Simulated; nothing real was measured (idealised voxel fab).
The following is a process module called voxel self aligned vias.
For reference, the cross-section in this document is cut, with width 280 nm and square cells of 5 nm.
Cross-section spec: square-cell grid; bands listed top down; each band is one or more rows.
Heights first: top, then bottom, in nm. Then materials, left to right, each with a width in nm. "edge to edge" on a single material: fills the band edge to edge. "empty": empty space.
Heights from 0 (as-received wafer is one material below). Bottom band endless downward, as "top 0, no bottom".
With a width like "30->40", each row of cells in the band differs from the next by the same amount, the top row carrying the first number and the bottom row the second.
What does "changes: none" mean for a step? It means no cell of the cross-section changed in that step.
Enclosed voids (no open way to top), threshold 8 cells or more, entry "Enclosed void catalog", notation width x height at distance, distance from left edge, nm.
If you see something after the settings on a step's line, that's the simulator's own remark about that step.
A step line may carry the setting "overlay nm", which, for steps involving a mask, states the distance by which the mask lay to the right of its intended position; negative values denote displacement to the left.
-- Planned process steps
1,op RECEIVE | material Si
2,op CONFORMAL_DEP | material SiO2 | thk nm 15
3,op CONFORMAL_DEP | material SiCN | thk nm 5
4,op DIRECTIONAL_DEP | material SiO2 | thk nm 20
5,op MASKED_ETCH | tone open | mask id LINES | width nm 20 | pitch nm 45 | etch materials SiO2 | depth nm 20 | overlay nm 0
6,op CONFORMAL_DEP | material TiN | thk nm 5
7,op FILL_DEP | material W | thk nm 5
8,op CMP | height nm 40
9,op SELECTIVE_ETCH | etch materials W Ru TiN | depth nm 5
10,op FILL_DEP | material SiN | thk nm 10
11,op CMP | height nm 40
12,op DIRECTIONAL_DEP | material SiO2 | thk nm 15
13,op DIRECTIONAL_DEP | material aC | thk nm 10
14,op PATTERN | tone open | mask id VIAS | material resist | width nm 30 | pitch nm 45 | thk nm 25 | overlay nm 0
15,op DIRECTIONAL_ETCH | etch materials aC | depth nm 10
16,op STRIP | etch materials resist
17,op DIRECTIONAL_ETCH | etch materials SiO2 | depth nm 15
18,op DIRECTIONAL_ETCH | etch materials SiN | depth nm 5
19,op STRIP | etch materials aC
20,op CONFORMAL_DEP | material TiN | thk nm 5
21,op FILL_DEP | material W | thk nm 5
22,op CMP | height nm 55
23,op CONFORMAL_DEP | material SiCN | thk nm 5
-- Run as planned: first of two wafers
-- Incoming wafer, cross-sectional view, post step 1
> top 0, no bottom: Si edge to edge
> Enclosed void catalog: none
-- Cross-section through the wafer, step 2 finished
> top 15, bottom 0: SiO2 edge to edge
> No changes below 0.
-- Cross-section through the wafer, step 3 finished
> top 20, bottom 15: SiCN edge to edge
> No changes below 15.
-- Cross-section through the wafer, step 4 finished
> top 40, bottom 20: SiO2 edge to edge
> No changes below 20.
-- Cross-section through the wafer, step 5 finished
> top 40, bottom 20: SiO2 85 nm  empty 20 nm  SiO2 25 nm  empty 20 nm  SiO2 25 nm  empty 20 nm  SiO2 85 nm
> No changes below 20.
-- Cross-section through the wafer, step 6 finished
> top 45, bottom 40: TiN 90 nm  empty 10 nm  TiN 35 nm  empty 10 nm  TiN 35 nm  empty 10 nm  TiN 90 nm
> top 40, bottom 25: SiO2 85 nm  TiN 5 nm  empty 10 nm  TiN 5 nm  SiO2 25 nm  TiN 5 nm  empty 10 nm  TiN 5 nm  SiO2 25 nm  TiN 5 nm  empty 10 nm  TiN 5 nm  SiO2 85 nm
> top 25, bottom 20: SiO2 85 nm  TiN 20 nm  SiO2 25 nm  TiN 20 nm  SiO2 25 nm  TiN 20 nm  SiO2 85 nm
> No changes below 20.
-- Cross-section through the wafer, step 7 finished
> top 50, bottom 45: W edge to edge
> top 45, bottom 40: TiN 90 nm  W 10 nm  TiN 35 nm  W 10 nm  TiN 35 nm  W 10 nm  TiN 90 nm
> top 40, bottom 25: SiO2 85 nm  TiN 5 nm  W 10 nm  TiN 5 nm  SiO2 25 nm  TiN 5 nm  W 10 nm  TiN 5 nm  SiO2 25 nm  TiN 5 nm  W 10 nm  TiN 5 nm  SiO2 85 nm
> No changes below 25.
-- Cross-section through the wafer, step 8 finished
> top 40, bottom 25: SiO2 85 nm  TiN 5 nm  W 10 nm  TiN 5 nm  SiO2 25 nm  TiN 5 nm  W 10 nm  TiN 5 nm  SiO2 25 nm  TiN 5 nm  W 10 nm  TiN 5 nm  SiO2 85 nm
> No changes below 25.
-- Cross-section through the wafer, step 9 finished
> top 40, bottom 35: SiO2 85 nm  empty 20 nm  SiO2 25 nm  empty 20 nm  SiO2 25 nm  empty 20 nm  SiO2 85 nm
> No changes below 35.
-- Cross-section through the wafer, step 10 finished
> top 50, bottom 40: SiN edge to edge
> top 40, bottom 35: SiO2 85 nm  SiN 20 nm  SiO2 25 nm  SiN 20 nm  SiO2 25 nm  SiN 20 nm  SiO2 85 nm
> No changes below 35.
-- Cross-section through the wafer, step 11 finished
> top 40, bottom 35: SiO2 85 nm  SiN 20 nm  SiO2 25 nm  SiN 20 nm  SiO2 25 nm  SiN 20 nm  SiO2 85 nm
> No changes below 35.
-- Cross-section through the wafer, step 12 finished
> top 55, bottom 40: SiO2 edge to edge
> No changes below 40.
-- Cross-section through the wafer, step 13 finished
> top 65, bottom 55: aC edge to edge
> No changes below 55.
-- Cross-section through the wafer, step 14 finished
> top 90, bottom 65: resist 80 nm  empty 30 nm  resist 15 nm  empty 30 nm  resist 15 nm  empty 30 nm  resist 80 nm
> No changes below 65.
-- Cross-section through the wafer, step 15 finished
> top 80, bottom 65: resist 80 nm  empty 30 nm  resist 15 nm  empty 30 nm  resist 15 nm  empty 30 nm  resist 80 nm
> top 65, bottom 55: aC 80 nm  empty 30 nm  aC 15 nm  empty 30 nm  aC 15 nm  empty 30 nm  aC 80 nm
> No changes below 55.
-- Cross-section through the wafer, step 16 finished
> top 65, bottom 55: aC 80 nm  empty 30 nm  aC 15 nm  empty 30 nm  aC 15 nm  empty 30 nm  aC 80 nm
> No changes below 55.
-- Cross-section through the wafer, step 17 finished
> top 65, bottom 55: aC 80 nm  empty 30 nm  aC 15 nm  empty 30 nm  aC 15 nm  empty 30 nm  aC 80 nm
> top 55, bottom 40: SiO2 80 nm  empty 30 nm  SiO2 15 nm  empty 30 nm  SiO2 15 nm  empty 30 nm  SiO2 80 nm
> No changes below 40.
-- Cross-section through the wafer, step 18 finished
> top 65, bottom 55: aC 80 nm  empty 30 nm  aC 15 nm  empty 30 nm  aC 15 nm  empty 30 nm  aC 80 nm
> top 55, bottom 40: SiO2 80 nm  empty 30 nm  SiO2 15 nm  empty 30 nm  SiO2 15 nm  empty 30 nm  SiO2 80 nm
> top 40, bottom 35: SiO2 85 nm  empty 20 nm  SiO2 25 nm  empty 20 nm  SiO2 25 nm  empty 20 nm  SiO2 85 nm
> No changes below 35.
-- Cross-section through the wafer, step 19 finished
> top 55, bottom 40: SiO2 80 nm  empty 30 nm  SiO2 15 nm  empty 30 nm  SiO2 15 nm  empty 30 nm  SiO2 80 nm
> No changes below 40.
-- Cross-section through the wafer, step 20 finished
> top 60, bottom 55: TiN 85 nm  empty 20 nm  TiN 25 nm  empty 20 nm  TiN 25 nm  empty 20 nm  TiN 85 nm
> top 55, bottom 45: SiO2 80 nm  TiN 5 nm  empty 20 nm  TiN 5 nm  SiO2 15 nm  TiN 5 nm  empty 20 nm  TiN 5 nm  SiO2 15 nm  TiN 5 nm  empty 20 nm  TiN 5 nm  SiO2 80 nm
> top 45, bottom 40: SiO2 80 nm  TiN 10 nm  empty 10 nm  TiN 10 nm  SiO2 15 nm  TiN 10 nm  empty 10 nm  TiN 10 nm  SiO2 15 nm  TiN 10 nm  empty 10 nm  TiN 10 nm  SiO2 80 nm
> top 40, bottom 35: SiO2 85 nm  TiN 20 nm  SiO2 25 nm  TiN 20 nm  SiO2 25 nm  TiN 20 nm  SiO2 85 nm
> No changes below 35.
-- Cross-section through the wafer, step 21 finished
> top 65, bottom 60: W edge to edge
> top 60, bottom 55: TiN 85 nm  W 20 nm  TiN 25 nm  W 20 nm  TiN 25 nm  W 20 nm  TiN 85 nm
> top 55, bottom 45: SiO2 80 nm  TiN 5 nm  W 20 nm  TiN 5 nm  SiO2 15 nm  TiN 5 nm  W 20 nm  TiN 5 nm  SiO2 15 nm  TiN 5 nm  W 20 nm  TiN 5 nm  SiO2 80 nm
> top 45, bottom 40: SiO2 80 nm  TiN 10 nm  W 10 nm  TiN 10 nm  SiO2 15 nm  TiN 10 nm  W 10 nm  TiN 10 nm  SiO2 15 nm  TiN 10 nm  W 10 nm  TiN 10 nm  SiO2 80 nm
> No changes below 40.
-- Cross-section through the wafer, step 22 finished
> top 55, bottom 45: SiO2 80 nm  TiN 5 nm  W 20 nm  TiN 5 nm  SiO2 15 nm  TiN 5 nm  W 20 nm  TiN 5 nm  SiO2 15 nm  TiN 5 nm  W 20 nm  TiN 5 nm  SiO2 80 nm
> No changes below 45.
-- Cross-section through the wafer, step 23 finished
> top 60, bottom 55: SiCN edge to edge
> No changes below 55.
-- Okay, second wafer. Nothing different at the start, nothing different in the plan, just one mistake somewhere in the running. As far as step 2, counting that step, it's the first wafer all over again
-- Look at the second wafer in cross-section at the time step 3 ought to have finished
> top 35, bottom 0: SiO2 edge to edge
> No changes below 0.
-- Look at the second wafer in cross-section at the time step 4 ought to have finished
> top 40, bottom 35: SiCN edge to edge
> No changes below 35.
Look at the second wafer in cross-section at the time step 5 ought to have finished: changes: none
-- Look at the second wafer in cross-section at the time step 6 ought to have finished
> top 45, bottom 40: TiN edge to edge
> No changes below 40.
-- Look at the second wafer in cross-section at the time step 7 ought to have finished
> top 50, bottom 45: W edge to edge
> No changes below 45.
-- Look at the second wafer in cross-section at the time step 8 ought to have finished
> top 40, bottom 35: SiCN edge to edge
> No changes below 35.
Look at the second wafer in cross-section at the time step 9 ought to have finished: changes: none
-- Look at the second wafer in cross-section at the time step 10 ought to have finished
> top 50, bottom 40: SiN edge to edge
> No changes below 40.
-- Look at the second wafer in cross-section at the time step 11 ought to have finished
> top 40, bottom 35: SiCN edge to edge
> No changes below 35.
-- Look at the second wafer in cross-section at the time step 12 ought to have finished
> top 55, bottom 40: SiO2 edge to edge
> No changes below 40.
-- Look at the second wafer in cross-section at the time step 13 ought to have finished
> top 65, bottom 55: aC edge to edge
> No changes below 55.
-- Look at the second wafer in cross-section at the time step 14 ought to have finished
> top 90, bottom 65: resist 80 nm  empty 30 nm  resist 15 nm  empty 30 nm  resist 15 nm  empty 30 nm  resist 80 nm
> No changes below 65.
-- Look at the second wafer in cross-section at the time step 15 ought to have finished
> top 80, bottom 65: resist 80 nm  empty 30 nm  resist 15 nm  empty 30 nm  resist 15 nm  empty 30 nm  resist 80 nm
> top 65, bottom 55: aC 80 nm  empty 30 nm  aC 15 nm  empty 30 nm  aC 15 nm  empty 30 nm  aC 80 nm
> No changes below 55.
-- Look at the second wafer in cross-section at the time step 16 ought to have finished
> top 65, bottom 55: aC 80 nm  empty 30 nm  aC 15 nm  empty 30 nm  aC 15 nm  empty 30 nm  aC 80 nm
> No changes below 55.
-- Look at the second wafer in cross-section at the time step 17 ought to have finished
> top 65, bottom 55: aC 80 nm  empty 30 nm  aC 15 nm  empty 30 nm  aC 15 nm  empty 30 nm  aC 80 nm
> top 55, bottom 40: SiO2 80 nm  empty 30 nm  SiO2 15 nm  empty 30 nm  SiO2 15 nm  empty 30 nm  SiO2 80 nm
> No changes below 40.
Look at the second wafer in cross-section at the time step 18 ought to have finished: changes: none
-- Look at the second wafer in cross-section at the time step 19 ought to have finished
> top 55, bottom 40: SiO2 80 nm  empty 30 nm  SiO2 15 nm  empty 30 nm  SiO2 15 nm  empty 30 nm  SiO2 80 nm
> No changes below 40.
-- Look at the second wafer in cross-section at the time step 20 ought to have finished
> top 60, bottom 55: TiN 85 nm  empty 20 nm  TiN 25 nm  empty 20 nm  TiN 25 nm  empty 20 nm  TiN 85 nm
> top 55, bottom 45: SiO2 80 nm  TiN 5 nm  empty 20 nm  TiN 5 nm  SiO2 15 nm  TiN 5 nm  empty 20 nm  TiN 5 nm  SiO2 15 nm  TiN 5 nm  empty 20 nm  TiN 5 nm  SiO2 80 nm
> top 45, bottom 40: SiO2 80 nm  TiN 30 nm  SiO2 15 nm  TiN 30 nm  SiO2 15 nm  TiN 30 nm  SiO2 80 nm
> No changes below 40.
-- Look at the second wafer in cross-section at the time step 21 ought to have finished
> top 65, bottom 60: W edge to edge
> top 60, bottom 55: TiN 85 nm  W 20 nm  TiN 25 nm  W 20 nm  TiN 25 nm  W 20 nm  TiN 85 nm
> top 55, bottom 45: SiO2 80 nm  TiN 5 nm  W 20 nm  TiN 5 nm  SiO2 15 nm  TiN 5 nm  W 20 nm  TiN 5 nm  SiO2 15 nm  TiN 5 nm  W 20 nm  TiN 5 nm  SiO2 80 nm
> No changes below 45.
-- Look at the second wafer in cross-section at the time step 22 ought to have finished
> top 55, bottom 45: SiO2 80 nm  TiN 5 nm  W 20 nm  TiN 5 nm  SiO2 15 nm  TiN 5 nm  W 20 nm  TiN 5 nm  SiO2 15 nm  TiN 5 nm  W 20 nm  TiN 5 nm  SiO2 80 nm
> No changes below 45.
-- Look at the second wafer in cross-section at the time step 23 ought to have finished
> top 60, bottom 55: SiCN edge to edge
> No changes below 55.
Finding, execution versus plan: order of steps 3 and 4 inverted relative to the plan
Wafer comparison, final, in cells, second relative to first, materials more or fewer: SiO2: 48 more | TiN: 30 fewer | W: 18 fewer
